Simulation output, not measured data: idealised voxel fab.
Module name: voxel wiring stack (process module)
Displayed cross-section: cut, width of 185 nm, square cells sized 5 nm.
A cross-section is a grid of square cells, given in bands from the top down. A band is one or more rows of cells.
Per band: top height and bottom height in nm, followed by the left-to-right materials and their widths in nm; "everywhere" marks a single material spanning edge to edge, "air" marks empty space.
Heights are expressed relative to 0, this being the level below which the as-received wafer comprises one material exclusively. The lowest band is unbounded in the downward direction and is denoted as in "0 nm and below".
You'd read "30 to 40" like this: the band's top row of cells is as wide as the first number, its bottom row is as wide as the second, and going down, every row changes width by the same amount as the row before did.
When a step is marked "no alteration", none of the cells in the cross-section changed during that step.
If an empty space has no open way to the top and is at least 8 cells in size, "closed voids" lists it, written width x height at distance, where distance is measured from the left edge and every value is in nm.
That trailing text on a step's line, after the settings, is the simulator's own remark on the step.
For masked steps, "overlay nm" on the step line gives how far right of plan the mask actually lay; a minus sign means it lay to the left.

# Planned step list for the process
1 RECEIVE: material Si
2 CONFORMAL_DEP: material SiO2, thk nm 15
3 CONFORMAL_DEP: material SiCN, thk nm 5
4 DIRECTIONAL_DEP: material SiO2, thk nm 20
5 MASKED_ETCH: tone open, mask id METAL_1, width nm 30, pitch nm 60, etch materials SiO2, depth nm 20, overlay nm 0
6 MASKED_ETCH: tone open, mask id METAL_1, width nm 30, pitch nm 60, etch materials SiCN, depth nm 5, overlay nm 0
7 CONFORMAL_DEP: material TiN, thk nm 5
8 FILL_DEP: material Ru, thk nm 10
9 CMP: height nm 40
10 CONFORMAL_DEP: material SiCN, thk nm 5
11 DIRECTIONAL_DEP: material SiO2, thk nm 25
12 PATTERN: tone open, mask id METAL_2, material resist, width nm 30, pitch nm 60, thk nm 15, overlay nm 0
13 DIRECTIONAL_ETCH: etch materials SiO2, depth nm 15
14 STRIP: etch materials resist
15 MASKED_ETCH: tone open, mask id METAL_2_HOLES, width nm 15, pitch nm 60, etch materials SiO2, depth nm 10, overlay nm 0
16 MASKED_ETCH: tone open, mask id METAL_2_HOLES, width nm 15, pitch nm 60, etch materials SiCN, depth nm 5, overlay nm 0
17 CONFORMAL_DEP: material TiN, thk nm 5
18 FILL_DEP: material Cu, thk nm 10
19 CMP: height nm 70
20 CONFORMAL_DEP: material SiCN, thk nm 5
21 DIRECTIONAL_DEP: material SiO2, thk nm 35
22 MASKED_ETCH: tone open, mask id METAL_3_HOLES, width nm 15, pitch nm 120, etch materials SiO2, depth nm 35, overlay nm 0
23 MASKED_ETCH: tone open, mask id METAL_3, width nm 30, pitch nm 60, etch materials SiO2, depth nm 20, overlay nm 0
24 MASKED_ETCH: tone open, mask id METAL_3, width nm 30, pitch nm 60, etch materials SiCN, depth nm 5, overlay nm 0
25 CONFORMAL_DEP: material TiN, thk nm 5
26 FILL_DEP: material Ru, thk nm 5
27 CMP: height nm 110
28 CONFORMAL_DEP: material SiCN, thk nm 5
varied across the wafers: overlay nm of step 22. The plan shows the first wafer's value. All wafers start alike

# The first of several wafers, as received after step 1, seen in section
* 0 nm and below  Si everywhere
* closed voids: none

# Cross-section of the first of several wafers, taken after step 28, where the module ends
* 115 nm to 110 nm  SiCN everywhere
* 110 nm to 95 nm  15 of SiO2 | 5 of TiN | 20 of Ru | 5 of TiN | 30 of SiO2 | 5 of TiN | 20 of Ru | 5 of TiN | 30 of SiO2 | 5 of TiN | 20 of Ru | 5 of TiN | 20 of SiO2
* 95 nm to 90 nm  15 of SiO2 | 5 of TiN | 5 of Ru | 20 of TiN | 30 of SiO2 | 30 of TiN | 30 of SiO2 | 5 of TiN | 5 of Ru | 20 of TiN | 20 of SiO2
* 90 nm to 75 nm  15 of SiO2 | 5 of TiN | 5 of Ru | 5 of TiN | 105 of SiO2 | 5 of TiN | 5 of Ru | 5 of TiN | 35 of SiO2
* 75 nm to 70 nm  15 of SiCN | 15 of TiN | 105 of SiCN | 15 of TiN | 35 of SiCN
* 70 nm to 60 nm  15 of SiO2 | 5 of TiN | 20 of Cu | 5 of TiN | 30 of SiO2 | 5 of TiN | 20 of Cu | 5 of TiN | 30 of SiO2 | 5 of TiN | 20 of Cu | 5 of TiN | 20 of SiO2
* 60 nm to 55 nm  15 of SiO2 | 5 of TiN | 5 of Cu | 20 of TiN | 30 of SiO2 | 5 of TiN | 5 of Cu | 20 of TiN | 30 of SiO2 | 5 of TiN | 5 of Cu | 20 of TiN | 20 of SiO2
* 55 nm to 45 nm  15 of SiO2 | 5 of TiN | 5 of Cu | 5 of TiN | 45 of SiO2 | 5 of TiN | 5 of Cu | 5 of TiN | 45 of SiO2 | 5 of TiN | 5 of Cu | 5 of TiN | 35 of SiO2
* 45 nm to 40 nm  15 of SiCN | 15 of TiN | 45 of SiCN | 15 of TiN | 45 of SiCN | 15 of TiN | 35 of SiCN
* 40 nm to 20 nm  15 of SiO2 | 5 of TiN | 20 of Ru | 5 of TiN | 30 of SiO2 | 5 of TiN | 20 of Ru | 5 of TiN | 30 of SiO2 | 5 of TiN | 20 of Ru | 5 of TiN | 20 of SiO2
* 20 nm to 15 nm  15 of SiCN | 30 of TiN | 30 of SiCN | 30 of TiN | 30 of SiCN | 30 of TiN | 20 of SiCN
* 15 nm to 0 nm  SiO2 everywhere
* 0 nm and below  Si everywhere
* closed voids: none

# The final wafer, sectioned at module end
* 115 nm to 110 nm  SiCN everywhere
* 110 nm to 95 nm  15 of SiO2 | 5 of TiN | 20 of Ru | 5 of TiN | 30 of SiO2 | 5 of TiN | 20 of Ru | 5 of TiN | 30 of SiO2 | 5 of TiN | 20 of Ru | 5 of TiN | 20 of SiO2
* 95 nm to 90 nm  15 of SiO2 | 20 of TiN | 5 of Ru | 5 of TiN | 30 of SiO2 | 30 of TiN | 30 of SiO2 | 20 of TiN | 5 of Ru | 5 of TiN | 20 of SiO2
* 90 nm to 75 nm  30 of SiO2 | 5 of TiN | 5 of Ru | 5 of TiN | 105 of SiO2 | 5 of TiN | 5 of Ru | 5 of TiN | 20 of SiO2
* 75 nm to 70 nm  30 of SiCN | 15 of TiN | 105 of SiCN | 15 of TiN | 20 of SiCN
* 70 nm to 60 nm  15 of SiO2 | 5 of TiN | 20 of Cu | 5 of TiN | 30 of SiO2 | 5 of TiN | 20 of Cu | 5 of TiN | 30 of SiO2 | 5 of TiN | 20 of Cu | 5 of TiN | 20 of SiO2
* 60 nm to 55 nm  15 of SiO2 | 5 of TiN | 5 of Cu | 20 of TiN | 30 of SiO2 | 5 of TiN | 5 of Cu | 20 of TiN | 30 of SiO2 | 5 of TiN | 5 of Cu | 20 of TiN | 20 of SiO2
* 55 nm to 45 nm  15 of SiO2 | 5 of TiN | 5 of Cu | 5 of TiN | 45 of SiO2 | 5 of TiN | 5 of Cu | 5 of TiN | 45 of SiO2 | 5 of TiN | 5 of Cu | 5 of TiN | 35 of SiO2
* 45 nm to 40 nm  15 of SiCN | 15 of TiN | 45 of SiCN | 15 of TiN | 45 of SiCN | 15 of TiN | 35 of SiCN
* 40 nm to 20 nm  15 of SiO2 | 5 of TiN | 20 of Ru | 5 of TiN | 30 of SiO2 | 5 of TiN | 20 of Ru | 5 of TiN | 30 of SiO2 | 5 of TiN | 20 of Ru | 5 of TiN | 20 of SiO2
* 20 nm to 15 nm  15 of SiCN | 30 of TiN | 30 of SiCN | 30 of TiN | 30 of SiCN | 30 of TiN | 20 of SiCN
* 15 nm to 0 nm  SiO2 everywhere
* 0 nm and below  Si everywhere
* closed voids: none

# For your reference, the table is organized with a row per wafer; each row reflects the wafer at the end of the module, indicating for each material the cells gained (+) or lost (-) since receipt, and thereafter its closed voids
overlay nm 0 | +33 Cu | +92 Ru | +115 SiCN | +469 SiO2 | +142 TiN | closed voids: none
overlay nm 5 | +33 Cu | +92 Ru | +115 SiCN | +469 SiO2 | +142 TiN | closed voids: none
overlay nm 10 | +33 Cu | +92 Ru | +115 SiCN | +469 SiO2 | +142 TiN | closed voids: none
overlay nm 15 | +33 Cu | +92 Ru | +115 SiCN | +469 SiO2 | +142 TiN | closed voids: none
